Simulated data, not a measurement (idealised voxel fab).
process module | voxel transistor to metal
cross-section cut | 295 nm wide | cells 5 nm
A cross-section is a grid of square cells, given in bands from the top down. A band is one or more rows of cells.
Each band's line starts with the height of the band's top and of its bottom, in nm. Then come its materials from left to right, each with its width in nm. One material with "throughout" fills the band from edge to edge. "air" is empty space.
Height 0 is the level under which the wafer as received is all one material. The lowest band goes on downwards, as in "0 down".
A width such as "30 to 40" changes by the same amount from each row of cells to the next, from the band's top row to its bottom row.
"no change" after a step means that no cell of the cross-section changed.
closed voids: empty space of 8 cells or more with no open way to the top, each as width x height at its distance from the left edge, in nm
after a step's settings: what the simulator itself notes on the step
overlay nm, on a step with a mask: how far to the right of its planned place the mask lay; to the left if negative
Each pair below shows a cross-section before one step and the cross-section after it, down to the lowest band that changed. The line under each pair gives the step between them, with its settings. The pairs can come from different runs of this module on the same starting wafer, so a pair continues from the pair above only where its "before" says so.
before
  0 down: Si throughout
  closed voids: none
after
  5 to 0: SiO2 throughout
  below 0: unchanged
  closed voids: none
the step between: op CONFORMAL_DEP | material SiO2 | thk nm 5
before: the cross-section after the pair above
after
  15 to 5: SiN throughout
  below 5: unchanged
  closed voids: none
the step between: op CONFORMAL_DEP | material SiN | thk nm 10
before: the cross-section after the pair above
after
  15 to 5: air 20 | SiN 110 | air 30 | SiN 110 | air 25
  below 5: unchanged
  closed voids: none
the step between: op MASKED_ETCH | tone cover | mask id ACTIVE | width nm 110 | pitch nm 140 | etch materials SiN | depth nm 10 | overlay nm 0
before: the cross-section after the pair above
after
  15 to 5: air 20 | SiN 110 | air 30 | SiN 110 | air 25
  5 to 0: air 20 | SiO2 110 | air 30 | SiO2 110 | air 25
  below 0: unchanged
  closed voids: none
the step between: op MASKED_ETCH | tone cover | mask id ACTIVE | width nm 110 | pitch nm 140 | etch materials SiO2 | depth nm 5 | overlay nm 0
before: the cross-section after the pair above
after
  15 to 5: air 20 | SiN 110 | air 30 | SiN 110 | air 25
  5 to 0: air 20 | SiO2 110 | air 30 | SiO2 110 | air 25
  0 to -20: air 20 | Si 110 | air 30 | Si 110 | air 25
  below -20: unchanged
  closed voids: none
the step between: op MASKED_ETCH | tone cover | mask id ACTIVE | width nm 110 | pitch nm 140 | etch materials Si | depth nm 20 | overlay nm 0
before: the cross-section after the pair above
after
  20 to 15: SiO2 throughout
  15 to 5: SiO2 20 | SiN 110 | SiO2 30 | SiN 110 | SiO2 25
  5 to 0: SiO2 throughout
  0 to -20: SiO2 20 | Si 110 | SiO2 30 | Si 110 | SiO2 25
  below -20: unchanged
  closed voids: none
the step between: op FILL_DEP | material SiO2 | thk nm 5
before: the cross-section after the pair above
after
  15 to 5: SiO2 20 | SiN 110 | SiO2 30 | SiN 110 | SiO2 25
  below 5: unchanged
  closed voids: none
the step between: op CMP | height nm 15
before: the cross-section after the pair above
after
  15 to 10: air 20 | SiN 110 | air 30 | SiN 110 | air 25
  below 10: unchanged
  closed voids: none
the step between: op SELECTIVE_ETCH | etch materials SiO2 | depth nm 5
before: the cross-section after the pair above
after
  10 to 5: SiO2 20 | air 110 | SiO2 30 | air 110 | SiO2 25
  below 5: unchanged
  closed voids: none
the step between: op STRIP | etch materials SiN
before: the cross-section after the pair above
after
  5 to 0: SiO2 15 | air 120 | SiO2 20 | air 120 | SiO2 20
  below 0: unchanged
  closed voids: none
the step between: op SELECTIVE_ETCH | etch materials SiO2 | depth nm 5
before: the cross-section after the pair above
after
  5 to 0: SiO2 15 | air 120 | SiO2 20 | air 120 | SiO2 20
  0 to -5: SiO2 throughout
  below -5: unchanged
  closed voids: none
the step between: op OXIDIZE | depth nm 5
before: the cross-section after the pair above
after
  35 to 30: polySi 15 | air 120 | polySi 20 | air 120 | polySi 20
  30 to 5: polySi throughout
  5 to 0: SiO2 15 | polySi 120 | SiO2 20 | polySi 120 | SiO2 20
  below 0: unchanged
  closed voids: none
the step between: op DIRECTIONAL_DEP | material polySi | thk nm 30
before: the cross-section after the pair above
after
  45 to 40: SiCN 15 | air 120 | SiCN 20 | air 120 | SiCN 20
  40 to 35: SiCN throughout
  35 to 30: polySi 15 | SiCN 120 | polySi 20 | SiCN 120 | polySi 20
  below 30: unchanged
  closed voids: none
the step between: op DIRECTIONAL_DEP | material SiCN | thk nm 10
before: the cross-section after the pair above
after
  40 to 35: air 65 | SiCN 20 | air 120 | SiCN 20 | air 70
  35 to 30: polySi 15 | air 50 | SiCN 20 | air 50 | polySi 20 | air 50 | SiCN 20 | air 50 | polySi 20
  below 30: unchanged
  closed voids: none
the step between: op MASKED_ETCH | tone cover | mask id GATE | width nm 20 | pitch nm 140 | etch materials SiCN | depth nm 20 | overlay nm 0
before: the cross-section after the pair above
after
  40 to 30: air 65 | SiCN 20 | air 120 | SiCN 20 | air 70
  30 to 5: air 65 | polySi 20 | air 120 | polySi 20 | air 70
  5 to 0: SiO2 15 | air 50 | polySi 20 | air 50 | SiO2 20 | air 50 | polySi 20 | air 50 | SiO2 20
  below 0: unchanged
  closed voids: none
the step between: op MASKED_ETCH | tone cover | mask id GATE | width nm 20 | pitch nm 140 | etch materials polySi | depth nm 40 | overlay nm 0
before: the cross-section after the pair above
after
  45 to 40: air 60 | SiO2 30 | air 110 | SiO2 30 | air 65
  40 to 30: air 60 | SiO2 5 | SiCN 20 | SiO2 5 | air 110 | SiO2 5 | SiCN 20 | SiO2 5 | air 65
  30 to 10: air 60 | SiO2 5 | polySi 20 | SiO2 5 | air 110 | SiO2 5 | polySi 20 | SiO2 5 | air 65
  10 to 5: SiO2 20 | air 40 | SiO2 5 | polySi 20 | SiO2 5 | air 40 | SiO2 30 | air 40 | SiO2 5 | polySi 20 | SiO2 5 | air 40 | SiO2 25
  5 to 0: SiO2 65 | polySi 20 | SiO2 120 | polySi 20 | SiO2 70
  below 0: unchanged
  closed voids: none
the step between: op CONFORMAL_DEP | material SiO2 | thk nm 5
before: the cross-section after the pair above
after
  40 to 30: air 60 | SiO2 5 | SiCN 20 | SiO2 5 | air 110 | SiO2 5 | SiCN 20 | SiO2 5 | air 65
  30 to 5: air 60 | SiO2 5 | polySi 20 | SiO2 5 | air 110 | SiO2 5 | polySi 20 | SiO2 5 | air 65
  5 to 0: SiO2 20 | air 40 | SiO2 5 | polySi 20 | SiO2 5 | air 40 | SiO2 30 | air 40 | SiO2 5 | polySi 20 | SiO2 5 | air 40 | SiO2 25
  below 0: unchanged
  closed voids: none
the step between: op DIRECTIONAL_ETCH | etch materials SiO2 | depth nm 5
before: the cross-section after the pair above
after
  50 to 40: air 50 | SiN 50 | air 90 | SiN 50 | air 55
  40 to 30: air 50 | SiN 10 | SiO2 5 | SiCN 20 | SiO2 5 | SiN 10 | air 90 | SiN 10 | SiO2 5 | SiCN 20 | SiO2 5 | SiN 10 | air 55
  30 to 15: air 50 | SiN 10 | SiO2 5 | polySi 20 | SiO2 5 | SiN 10 | air 90 | SiN 10 | SiO2 5 | polySi 20 | SiO2 5 | SiN 10 | air 55
  15 to 10: SiN 30 | air 20 | SiN 10 | SiO2 5 | polySi 20 | SiO2 5 | SiN 10 | air 20 | SiN 50 | air 20 | SiN 10 | SiO2 5 | polySi 20 | SiO2 5 | SiN 10 | air 20 | SiN 35
  10 to 5: SiN 60 | SiO2 5 | polySi 20 | SiO2 5 | SiN 110 | SiO2 5 | polySi 20 | SiO2 5 | SiN 65
  5 to 0: SiO2 20 | SiN 40 | SiO2 5 | polySi 20 | SiO2 5 | SiN 40 | SiO2 30 | SiN 40 | SiO2 5 | polySi 20 | SiO2 5 | SiN 40 | SiO2 25
  below 0: unchanged
  closed voids: none
the step between: op CONFORMAL_DEP | material SiN | thk nm 10
before: the cross-section after the pair above
after
  40 to 30: air 50 | SiN 10 | SiO2 5 | SiCN 20 | SiO2 5 | SiN 10 | air 90 | SiN 10 | SiO2 5 | SiCN 20 | SiO2 5 | SiN 10 | air 55
  30 to 5: air 50 | SiN 10 | SiO2 5 | polySi 20 | SiO2 5 | SiN 10 | air 90 | SiN 10 | SiO2 5 | polySi 20 | SiO2 5 | SiN 10 | air 55
  5 to 0: SiO2 20 | SiN 10 | air 20 | SiN 10 | SiO2 5 | polySi 20 | SiO2 5 | SiN 10 | air 20 | SiN 10 | SiO2 30 | SiN 10 | air 20 | SiN 10 | SiO2 5 | polySi 20 | SiO2 5 | SiN 10 | air 20 | SiN 10 | SiO2 25
  below 0: unchanged
  closed voids: none
the step between: op DIRECTIONAL_ETCH | etch materials SiN | depth nm 10
before: the cross-section after the pair above
after
  40 to 35: air 50 | SiN 10 | air 5 | SiCN 20 | air 5 | SiN 10 | air 90 | SiN 10 | air 5 | SiCN 20 | air 5 | SiN 10 | air 55
  35 to 30: air 50 | SiN 10 | SiO2 5 | SiCN 20 | SiO2 5 | SiN 10 | air 90 | SiN 10 | SiO2 5 | SiCN 20 | SiO2 5 | SiN 10 | air 55
  30 to 5: air 50 | SiN 10 | SiO2 5 | polySi 20 | SiO2 5 | SiN 10 | air 90 | SiN 10 | SiO2 5 | polySi 20 | SiO2 5 | SiN 10 | air 55
  5 to 0: air 20 | SiN 10 | air 20 | SiN 10 | SiO2 5 | polySi 20 | SiO2 5 | SiN 10 | air 20 | SiN 10 | air 30 | SiN 10 | air 20 | SiN 10 | SiO2 5 | polySi 20 | SiO2 5 | SiN 10 | air 20 | SiN 10 | air 25
  0 to -5: SiO2 30 | air 20 | SiO2 50 | air 20 | SiO2 50 | air 20 | SiO2 50 | air 20 | SiO2 35
  below -5: unchanged
  closed voids: none
the step between: op DIRECTIONAL_ETCH | etch materials SiO2 | depth nm 5
before: the cross-section after the pair above
after
  40 to 35: air 50 | SiN 10 | air 5 | SiCN 20 | air 5 | SiN 10 | air 90 | SiN 10 | air 5 | SiCN 20 | air 5 | SiN 10 | air 55
  35 to 30: air 50 | SiN 10 | SiO2 5 | SiCN 20 | SiO2 5 | SiN 10 | air 90 | SiN 10 | SiO2 5 | SiCN 20 | SiO2 5 | SiN 10 | air 55
  30 to 5: air 50 | SiN 10 | SiO2 5 | polySi 20 | SiO2 5 | SiN 10 | air 90 | SiN 10 | SiO2 5 | polySi 20 | SiO2 5 | SiN 10 | air 55
  5 to 0: air 20 | SiN 10 | air 20 | SiN 10 | SiO2 5 | polySi 20 | SiO2 5 | SiN 10 | air 20 | SiN 10 | air 30 | SiN 10 | air 20 | SiN 10 | SiO2 5 | polySi 20 | SiO2 5 | SiN 10 | air 20 | SiN 10 | air 25
  0 to -5: SiO2 30 | air 20 | SiO2 50 | air 20 | SiO2 50 | air 20 | SiO2 50 | air 20 | SiO2 35
  -5 to -20: SiO2 20 | Si 10 | air 20 | Si 50 | air 20 | Si 10 | SiO2 30 | Si 10 | air 20 | Si 50 | air 20 | Si 10 | SiO2 25
  below -20: unchanged
  closed voids: none
the step between: op DIRECTIONAL_ETCH | etch materials Si | depth nm 15
before: the cross-section after the pair above
after
  40 to 35: air 50 | SiN 10 | air 5 | SiCN 20 | air 5 | SiN 10 | air 90 | SiN 10 | air 5 | SiCN 20 | air 5 | SiN 10 | air 55
  35 to 30: air 50 | SiN 10 | SiO2 5 | SiCN 20 | SiO2 5 | SiN 10 | air 90 | SiN 10 | SiO2 5 | SiCN 20 | SiO2 5 | SiN 10 | air 55
  30 to 10: air 50 | SiN 10 | SiO2 5 | polySi 20 | SiO2 5 | SiN 10 | air 90 | SiN 10 | SiO2 5 | polySi 20 | SiO2 5 | SiN 10 | air 55
  10 to 5: air 25 | pSi 25 | SiN 10 | SiO2 5 | polySi 20 | SiO2 5 | SiN 10 | pSi 25 | air 40 | pSi 25 | SiN 10 | SiO2 5 | polySi 20 | SiO2 5 | SiN 10 | pSi 25 | air 30
  5 to 0: air 20 | SiN 10 | pSi 20 | SiN 10 | SiO2 5 | polySi 20 | SiO2 5 | SiN 10 | pSi 20 | SiN 10 | air 30 | SiN 10 | pSi 20 | SiN 10 | SiO2 5 | polySi 20 | SiO2 5 | SiN 10 | pSi 20 | SiN 10 | air 25
  0 to -5: SiO2 30 | pSi 20 | SiO2 50 | pSi 20 | SiO2 50 | pSi 20 | SiO2 50 | pSi 20 | SiO2 35
  -5 to -20: SiO2 20 | Si 10 | pSi 20 | Si 50 | pSi 20 | Si 10 | SiO2 30 | Si 10 | pSi 20 | Si 50 | pSi 20 | Si 10 | SiO2 25
  below -20: unchanged
  closed voids: none
the step between: op EPI | material pSi | thk nm 15
before: the cross-section after the pair above
after
  50 to 40: SiO2 throughout
  40 to 30: SiO2 50 | SiN 10 | SiO2 5 | SiCN 20 | SiO2 5 | SiN 10 | SiO2 90 | SiN 10 | SiO2 5 | SiCN 20 | SiO2 5 | SiN 10 | SiO2 55
  30 to 10: SiO2 50 | SiN 10 | SiO2 5 | polySi 20 | SiO2 5 | SiN 10 | SiO2 90 | SiN 10 | SiO2 5 | polySi 20 | SiO2 5 | SiN 10 | SiO2 55
  10 to 5: SiO2 25 | pSi 25 | SiN 10 | SiO2 5 | polySi 20 | SiO2 5 | SiN 10 | pSi 25 | SiO2 40 | pSi 25 | SiN 10 | SiO2 5 | polySi 20 | SiO2 5 | SiN 10 | pSi 25 | SiO2 30
  5 to 0: SiO2 20 | SiN 10 | pSi 20 | SiN 10 | SiO2 5 | polySi 20 | SiO2 5 | SiN 10 | pSi 20 | SiN 10 | SiO2 30 | SiN 10 | pSi 20 | SiN 10 | SiO2 5 | polySi 20 | SiO2 5 | SiN 10 | pSi 20 | SiN 10 | SiO2 25
  below 0: unchanged
  closed voids: none
the step between: op FILL_DEP | material SiO2 | thk nm 10
before: the cross-section after the pair above
after
  40 to 30: SiO2 50 | SiN 10 | SiO2 5 | SiCN 20 | SiO2 5 | SiN 10 | SiO2 90 | SiN 10 | SiO2 5 | SiCN 20 | SiO2 5 | SiN 10 | SiO2 55
  below 30: unchanged
  closed voids: none
the step between: op CMP | height nm 40
before: the cross-section after the pair above
after
  55 to 40: SiO2 throughout
  below 40: unchanged
  closed voids: none
the step between: op DIRECTIONAL_DEP | material SiO2 | thk nm 15
before: the cross-section after the pair above
after
  75 to 55: resist 25 | air 20 | resist 60 | air 20 | resist 40 | air 20 | resist 60 | air 20 | resist 30
  below 55: unchanged
  closed voids: none
the step between: op PATTERN | tone open | mask id CONTACT | material resist | width nm 20 | thk nm 20 | overlay nm 0
before: the cross-section after the pair above
after
  75 to 55: resist 25 | air 20 | resist 60 | air 20 | resist 40 | air 20 | resist 60 | air 20 | resist 30
  55 to 40: SiO2 25 | air 20 | SiO2 60 | air 20 | SiO2 40 | air 20 | SiO2 60 | air 20 | SiO2 30
  40 to 30: SiO2 25 | air 20 | SiO2 5 | SiN 10 | SiO2 5 | SiCN 20 | SiO2 5 | SiN 10 | SiO2 5 | air 20 | SiO2 40 | air 20 | SiO2 5 | SiN 10 | SiO2 5 | SiCN 20 | SiO2 5 | SiN 10 | SiO2 5 | air 20 | SiO2 30
  30 to 10: SiO2 25 | air 20 | SiO2 5 | SiN 10 | SiO2 5 | polySi 20 | SiO2 5 | SiN 10 | SiO2 5 | air 20 | SiO2 40 | air 20 | SiO2 5 | SiN 10 | SiO2 5 | polySi 20 | SiO2 5 | SiN 10 | SiO2 5 | air 20 | SiO2 30
  below 10: unchanged
  closed voids: none
the step between: op DIRECTIONAL_ETCH | etch materials SiO2 | depth nm 45
before: the cross-section after the pair above
after
  55 to 40: SiO2 25 | air 20 | SiO2 60 | air 20 | SiO2 40 | air 20 | SiO2 60 | air 20 | SiO2 30
  below 40: unchanged
  closed voids: none
the step between: op STRIP | etch materials resist
before: the cross-section after the pair above
after
  60 to 55: TiN 30 | air 10 | TiN 70 | air 10 | TiN 50 | air 10 | TiN 70 | air 10 | TiN 35
  55 to 40: SiO2 25 | TiN 5 | air 10 | TiN 5 | SiO2 60 | TiN 5 | air 10 | TiN 5 | SiO2 40 | TiN 5 | air 10 | TiN 5 | SiO2 60 | TiN 5 | air 10 | TiN 5 | SiO2 30
  40 to 30: SiO2 25 | TiN 5 | air 10 | TiN 5 | SiO2 5 | SiN 10 | SiO2 5 | SiCN 20 | SiO2 5 | SiN 10 | SiO2 5 | TiN 5 | air 10 | TiN 5 | SiO2 40 | TiN 5 | air 10 | TiN 5 | SiO2 5 | SiN 10 | SiO2 5 | SiCN 20 | SiO2 5 | SiN 10 | SiO2 5 | TiN 5 | air 10 | TiN 5 | SiO2 30
  30 to 15: SiO2 25 | TiN 5 | air 10 | TiN 5 | SiO2 5 | SiN 10 | SiO2 5 | polySi 20 | SiO2 5 | SiN 10 | SiO2 5 | TiN 5 | air 10 | TiN 5 | SiO2 40 | TiN 5 | air 10 | TiN 5 | SiO2 5 | SiN 10 | SiO2 5 | polySi 20 | SiO2 5 | SiN 10 | SiO2 5 | TiN 5 | air 10 | TiN 5 | SiO2 30
  15 to 10: SiO2 25 | TiN 20 | SiO2 5 | SiN 10 | SiO2 5 | polySi 20 | SiO2 5 | SiN 10 | SiO2 5 | TiN 20 | SiO2 40 | TiN 20 | SiO2 5 | SiN 10 | SiO2 5 | polySi 20 | SiO2 5 | SiN 10 | SiO2 5 | TiN 20 | SiO2 30
  below 10: unchanged
  closed voids: none
the step between: op CONFORMAL_DEP | material TiN | thk nm 5
before: the cross-section after the pair above
after
  65 to 60: Ru throughout
  60 to 55: TiN 30 | Ru 10 | TiN 70 | Ru 10 | TiN 50 | Ru 10 | TiN 70 | Ru 10 | TiN 35
  55 to 40: SiO2 25 | TiN 5 | Ru 10 | TiN 5 | SiO2 60 | TiN 5 | Ru 10 | TiN 5 | SiO2 40 | TiN 5 | Ru 10 | TiN 5 | SiO2 60 | TiN 5 | Ru 10 | TiN 5 | SiO2 30
  40 to 30: SiO2 25 | TiN 5 | Ru 10 | TiN 5 | SiO2 5 | SiN 10 | SiO2 5 | SiCN 20 | SiO2 5 | SiN 10 | SiO2 5 | TiN 5 | Ru 10 | TiN 5 | SiO2 40 | TiN 5 | Ru 10 | TiN 5 | SiO2 5 | SiN 10 | SiO2 5 | SiCN 20 | SiO2 5 | SiN 10 | SiO2 5 | TiN 5 | Ru 10 | TiN 5 | SiO2 30
  30 to 15: SiO2 25 | TiN 5 | Ru 10 | TiN 5 | SiO2 5 | SiN 10 | SiO2 5 | polySi 20 | SiO2 5 | SiN 10 | SiO2 5 | TiN 5 | Ru 10 | TiN 5 | SiO2 40 | TiN 5 | Ru 10 | TiN 5 | SiO2 5 | SiN 10 | SiO2 5 | polySi 20 | SiO2 5 | SiN 10 | SiO2 5 | TiN 5 | Ru 10 | TiN 5 | SiO2 30
  below 15: unchanged
  closed voids: none
the step between: op FILL_DEP | material Ru | thk nm 5
before: the cross-section after the pair above
after
  55 to 40: SiO2 25 | TiN 5 | Ru 10 | TiN 5 | SiO2 60 | TiN 5 | Ru 10 | TiN 5 | SiO2 40 | TiN 5 | Ru 10 | TiN 5 | SiO2 60 | TiN 5 | Ru 10 | TiN 5 | SiO2 30
  below 40: unchanged
  closed voids: none
the step between: op CMP | height nm 55
before: the cross-section after the pair above
after
  60 to 55: SiCN throughout
  below 55: unchanged
  closed voids: none
the step between: op CONFORMAL_DEP | material SiCN | thk nm 5
before: the cross-section after the pair above
after
  80 to 60: SiO2 throughout
  below 60: unchanged
  closed voids: none
the step between: op DIRECTIONAL_DEP | material SiO2 | thk nm 20
before: the cross-section after the pair above
after
  90 to 80: aC throughout
  below 80: unchanged
  closed voids: none
the step between: op DIRECTIONAL_DEP | material aC | thk nm 10
before: the cross-section after the pair above
after
  120 to 90: resist 25 | air 20 | resist 60 | air 20 | resist 40 | air 20 | resist 60 | air 20 | resist 30
  below 90: unchanged
  closed voids: none
the step between: op PATTERN | tone open | mask id METAL_1 | material resist | width nm 20 | thk nm 30 | overlay nm 0
before: the cross-section after the pair above
after
  110 to 90: resist 25 | air 20 | resist 60 | air 20 | resist 40 | air 20 | resist 60 | air 20 | resist 30
  90 to 80: aC 25 | air 20 | aC 60 | air 20 | aC 40 | air 20 | aC 60 | air 20 | aC 30
  below 80: unchanged
  closed voids: none
the step between: op DIRECTIONAL_ETCH | etch materials aC | depth nm 10
before: the cross-section after the pair above
after
  90 to 80: aC 25 | air 20 | aC 60 | air 20 | aC 40 | air 20 | aC 60 | air 20 | aC 30
  below 80: unchanged
  closed voids: none
the step between: op STRIP | etch materials resist
before: the cross-section after the pair above
after
  90 to 80: aC 25 | air 20 | aC 60 | air 20 | aC 40 | air 20 | aC 60 | air 20 | aC 30
  80 to 60: SiO2 25 | air 20 | SiO2 60 | air 20 | SiO2 40 | air 20 | SiO2 60 | air 20 | SiO2 30
  below 60: unchanged
  closed voids: none
the step between: op DIRECTIONAL_ETCH | etch materials SiO2 | depth nm 20
before: the cross-section after the pair above
after
  90 to 80: aC 25 | air 20 | aC 60 | air 20 | aC 40 | air 20 | aC 60 | air 20 | aC 30
  80 to 60: SiO2 25 | air 20 | SiO2 60 | air 20 | SiO2 40 | air 20 | SiO2 60 | air 20 | SiO2 30
  60 to 55: SiCN 25 | air 20 | SiCN 60 | air 20 | SiCN 40 | air 20 | SiCN 60 | air 20 | SiCN 30
  below 55: unchanged
  closed voids: none
the step between: op DIRECTIONAL_ETCH | etch materials SiCN | depth nm 5
before: the cross-section after the pair above
after
  80 to 60: SiO2 25 | air 20 | SiO2 60 | air 20 | SiO2 40 | air 20 | SiO2 60 | air 20 | SiO2 30
  below 60: unchanged
  closed voids: none
the step between: op STRIP | etch materials aC
before: the cross-section after the pair above
after
  85 to 80: TiN 30 | air 10 | TiN 70 | air 10 | TiN 50 | air 10 | TiN 70 | air 10 | TiN 35
  80 to 60: SiO2 25 | TiN 5 | air 10 | TiN 5 | SiO2 60 | TiN 5 | air 10 | TiN 5 | SiO2 40 | TiN 5 | air 10 | TiN 5 | SiO2 60 | TiN 5 | air 10 | TiN 5 | SiO2 30
  60 to 55: SiCN 25 | TiN 20 | SiCN 60 | TiN 20 | SiCN 40 | TiN 20 | SiCN 60 | TiN 20 | SiCN 30
  below 55: unchanged
  closed voids: none
the step between: op CONFORMAL_DEP | material TiN | thk nm 5
before: the cross-section after the pair above
after
  90 to 85: Cu throughout
  85 to 80: TiN 30 | Cu 10 | TiN 70 | Cu 10 | TiN 50 | Cu 10 | TiN 70 | Cu 10 | TiN 35
  80 to 60: SiO2 25 | TiN 5 | Cu 10 | TiN 5 | SiO2 60 | TiN 5 | Cu 10 | TiN 5 | SiO2 40 | TiN 5 | Cu 10 | TiN 5 | SiO2 60 | TiN 5 | Cu 10 | TiN 5 | SiO2 30
  below 60: unchanged
  closed voids: none
the step between: op FILL_DEP | material Cu | thk nm 5
before: the cross-section after the pair above
after
  80 to 60: SiO2 25 | TiN 5 | Cu 10 | TiN 5 | SiO2 60 | TiN 5 | Cu 10 | TiN 5 | SiO2 40 | TiN 5 | Cu 10 | TiN 5 | SiO2 60 | TiN 5 | Cu 10 | TiN 5 | SiO2 30
  below 60: unchanged
  closed voids: none
the step between: op CMP | height nm 80
before: the cross-section after the pair above
after
  85 to 80: SiCN throughout
  below 80: unchanged
  closed voids: none
the step between: op CONFORMAL_DEP | material SiCN | thk nm 5
before
  40 to 30: air 60 | SiO2 5 | SiCN 20 | SiO2 5 | air 110 | SiO2 5 | SiCN 20 | SiO2 5 | air 65
  30 to 5: air 60 | SiO2 5 | polySi 20 | SiO2 5 | air 110 | SiO2 5 | polySi 20 | SiO2 5 | air 65
  5 to 0: SiO2 20 | air 40 | SiO2 5 | polySi 20 | SiO2 5 | air 40 | SiO2 30 | air 40 | SiO2 5 | polySi 20 | SiO2 5 | air 40 | SiO2 25
  0 to -5: SiO2 throughout
  -5 to -20: SiO2 20 | Si 110 | SiO2 30 | Si 110 | SiO2 25
  -20 down: Si throughout
  closed voids: none
after
  40 to 35: air 65 | SiCN 20 | air 120 | SiCN 20 | air 70
  35 to 30: air 60 | SiO2 5 | SiCN 20 | SiO2 5 | air 110 | SiO2 5 | SiCN 20 | SiO2 5 | air 65
  30 to 0: air 60 | SiO2 5 | polySi 20 | SiO2 5 | air 110 | SiO2 5 | polySi 20 | SiO2 5 | air 65
  0 to -5: SiO2 20 | air 40 | SiO2 30 | air 40 | SiO2 30 | air 40 | SiO2 30 | air 40 | SiO2 25
  below -5: unchanged
  closed voids: none
the step between: op DIRECTIONAL_ETCH | etch materials SiO2 | depth nm 5
before: the cross-section after the pair above
after
  40 to 35: air 65 | SiCN 20 | air 120 | SiCN 20 | air 70
  35 to 30: air 60 | SiO2 5 | SiCN 20 | SiO2 5 | air 110 | SiO2 5 | SiCN 20 | SiO2 5 | air 65
  30 to 0: air 60 | SiO2 5 | polySi 20 | SiO2 5 | air 110 | SiO2 5 | polySi 20 | SiO2 5 | air 65
  0 to -5: SiO2 20 | air 40 | SiO2 30 | air 40 | SiO2 30 | air 40 | SiO2 30 | air 40 | SiO2 25
  -5 to -20: SiO2 20 | air 40 | Si 30 | air 40 | SiO2 30 | air 40 | Si 30 | air 40 | SiO2 25
  below -20: unchanged
  closed voids: none
the step between: op DIRECTIONAL_ETCH | etch materials Si | depth nm 15
before: the cross-section after the pair above
after
  40 to 35: air 65 | SiCN 20 | air 120 | SiCN 20 | air 70
  35 to 30: air 60 | SiO2 5 | SiCN 20 | SiO2 5 | air 110 | SiO2 5 | SiCN 20 | SiO2 5 | air 65
  30 to 10: air 60 | SiO2 5 | polySi 20 | SiO2 5 | air 110 | SiO2 5 | polySi 20 | SiO2 5 | air 65
  10 to 0: air 45 | pSi 15 | SiO2 5 | polySi 20 | SiO2 5 | pSi 15 | air 80 | pSi 15 | SiO2 5 | polySi 20 | SiO2 5 | pSi 15 | air 50
  0 to -5: SiO2 20 | air 25 | pSi 15 | SiO2 30 | pSi 15 | air 25 | SiO2 30 | air 25 | pSi 15 | SiO2 30 | pSi 15 | air 25 | SiO2 25
  -5 to -20: SiO2 20 | pSi 40 | Si 30 | pSi 40 | SiO2 30 | pSi 40 | Si 30 | pSi 40 | SiO2 25
  below -20: unchanged
  closed voids: none
the step between: op EPI | material pSi | thk nm 15
before: the cross-section after the pair above
after
  50 to 40: SiO2 throughout
  40 to 30: SiO2 65 | SiCN 20 | SiO2 120 | SiCN 20 | SiO2 70
  30 to 10: SiO2 65 | polySi 20 | SiO2 120 | polySi 20 | SiO2 70
  10 to 0: SiO2 45 | pSi 15 | SiO2 5 | polySi 20 | SiO2 5 | pSi 15 | SiO2 80 | pSi 15 | SiO2 5 | polySi 20 | SiO2 5 | pSi 15 | SiO2 50
  0 to -5: SiO2 45 | pSi 15 | SiO2 30 | pSi 15 | SiO2 80 | pSi 15 | SiO2 30 | pSi 15 | SiO2 50
  below -5: unchanged
  closed voids: none
the step between: op FILL_DEP | material SiO2 | thk nm 10
before: the cross-section after the pair above
after
  40 to 30: SiO2 65 | SiCN 20 | SiO2 120 | SiCN 20 | SiO2 70
  below 30: unchanged
  closed voids: none
the step between: op CMP | height nm 40
before: the cross-section after the pair above
after
  55 to 40: SiO2 throughout
  below 40: unchanged
  closed voids: none
the step between: op DIRECTIONAL_DEP | material SiO2 | thk nm 15
before: the cross-section after the pair above
after
  75 to 55: resist 25 | air 20 | resist 60 | air 20 | resist 40 | air 20 | resist 60 | air 20 | resist 30
  below 55: unchanged
  closed voids: none
the step between: op PATTERN | tone open | mask id CONTACT | material resist | width nm 20 | thk nm 20 | overlay nm 0
before: the cross-section after the pair above
after
  75 to 55: resist 25 | air 20 | resist 60 | air 20 | resist 40 | air 20 | resist 60 | air 20 | resist 30
  55 to 40: SiO2 25 | air 20 | SiO2 60 | air 20 | SiO2 40 | air 20 | SiO2 60 | air 20 | SiO2 30
  40 to 30: SiO2 25 | air 20 | SiO2 20 | SiCN 20 | SiO2 20 | air 20 | SiO2 40 | air 20 | SiO2 20 | SiCN 20 | SiO2 20 | air 20 | SiO2 30
  30 to 10: SiO2 25 | air 20 | SiO2 20 | polySi 20 | SiO2 20 | air 20 | SiO2 40 | air 20 | SiO2 20 | polySi 20 | SiO2 20 | air 20 | SiO2 30
  below 10: unchanged
  closed voids: none
the step between: op DIRECTIONAL_ETCH | etch materials SiO2 | depth nm 45
before: the cross-section after the pair above
after
  55 to 40: SiO2 25 | air 20 | SiO2 60 | air 20 | SiO2 40 | air 20 | SiO2 60 | air 20 | SiO2 30
  below 40: unchanged
  closed voids: none
the step between: op STRIP | etch materials resist
before: the cross-section after the pair above
after
  60 to 55: TiN 30 | air 10 | TiN 70 | air 10 | TiN 50 | air 10 | TiN 70 | air 10 | TiN 35
  55 to 40: SiO2 25 | TiN 5 | air 10 | TiN 5 | SiO2 60 | TiN 5 | air 10 | TiN 5 | SiO2 40 | TiN 5 | air 10 | TiN 5 | SiO2 60 | TiN 5 | air 10 | TiN 5 | SiO2 30
  40 to 30: SiO2 25 | TiN 5 | air 10 | TiN 5 | SiO2 20 | SiCN 20 | SiO2 20 | TiN 5 | air 10 | TiN 5 | SiO2 40 | TiN 5 | air 10 | TiN 5 | SiO2 20 | SiCN 20 | SiO2 20 | TiN 5 | air 10 | TiN 5 | SiO2 30
  30 to 15: SiO2 25 | TiN 5 | air 10 | TiN 5 | SiO2 20 | polySi 20 | SiO2 20 | TiN 5 | air 10 | TiN 5 | SiO2 40 | TiN 5 | air 10 | TiN 5 | SiO2 20 | polySi 20 | SiO2 20 | TiN 5 | air 10 | TiN 5 | SiO2 30
  15 to 10: SiO2 25 | TiN 20 | SiO2 20 | polySi 20 | SiO2 20 | TiN 20 | SiO2 40 | TiN 20 | SiO2 20 | polySi 20 | SiO2 20 | TiN 20 | SiO2 30
  below 10: unchanged
  closed voids: none
the step between: op CONFORMAL_DEP | material TiN | thk nm 5
